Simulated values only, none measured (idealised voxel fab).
process module | voxel self aligned contacts
cross-section cut | 240 nm wide | cells 5 nm
A cross-section is a grid of square cells, given in bands from the top down. A band is one or more rows of cells.
Each band's line starts with the height of the band's top and of its bottom, in nm. Then come its materials from left to right, each with its width in nm. One material with "throughout" fills the band from edge to edge. "air" is empty space.
Height 0 is the level under which the wafer as received is all one material. The lowest band goes on downwards, as in "0 down".
A width such as "30 to 40" changes by the same amount from each row of cells to the next, from the band's top row to its bottom row.
"no change" after a step means that no cell of the cross-section changed.
closed voids: empty space of 8 cells or more with no open way to the top, each as width x height at its distance from the left edge, in nm
after a step's settings: what the simulator itself notes on the step
overlay nm, on a step with a mask: how far to the right of its planned place the mask lay; to the left if negative
plan
1 op RECEIVE | material Si
2 op OXIDIZE | depth nm 5
3 op DIRECTIONAL_DEP | material polySi | thk nm 20
4 op DIRECTIONAL_DEP | material SiN | thk nm 20
5 op DIRECTIONAL_DEP | material aC | thk nm 10
6 op PATTERN | tone cover | mask id GATE | material resist | width nm 35 | pitch nm 75 | thk nm 25 | overlay nm 0
7 op DIRECTIONAL_ETCH | etch materials aC | depth nm 10
8 op STRIP | etch materials resist
9 op DIRECTIONAL_ETCH | etch materials SiN | depth nm 20
10 op DIRECTIONAL_ETCH | etch materials polySi | depth nm 20
11 op STRIP | etch materials aC
12 op CONFORMAL_DEP | material SiN | thk nm 10
13 op DIRECTIONAL_ETCH | etch materials SiN | depth nm 10
14 op FILL_DEP | material SiO2 | thk nm 10
15 op CMP | height nm 45
16 op MASKED_ETCH | tone open | mask id CONTACT | width nm 60 | etch materials SiO2 | depth nm 50 | overlay nm 0
17 op CONFORMAL_DEP | material TiN | thk nm 5
18 op FILL_DEP | material Ru | thk nm 5
19 op CMP | height nm 45
20 op CONFORMAL_DEP | material SiCN | thk nm 5
as received, after step 1
  0 down: Si throughout
  closed voids: none
a wafer at the end: this start, this plan, one mistake
  50 to 45: SiCN throughout
  45 to 40: SiO2 90 | TiN 25 | Ru 10 | TiN 25 | SiO2 90
  40 to 20: SiO2 55 | SiN 55 | TiN 5 | Ru 10 | TiN 5 | SiN 55 | SiO2 55
  20 to 15: SiO2 55 | SiN 10 | polySi 35 | SiN 10 | TiN 5 | Ru 10 | TiN 5 | SiN 10 | polySi 35 | SiN 10 | SiO2 55
  15 to 10: SiO2 55 | SiN 10 | polySi 35 | SiN 10 | TiN 20 | SiN 10 | polySi 35 | SiN 10 | SiO2 55
  10 to 0: polySi throughout
  0 to -5: SiO2 throughout
  -5 down: Si throughout
  closed voids: none
what went wrong: step 10 ran as: op DIRECTIONAL_ETCH | etch materials polySi | depth nm 10
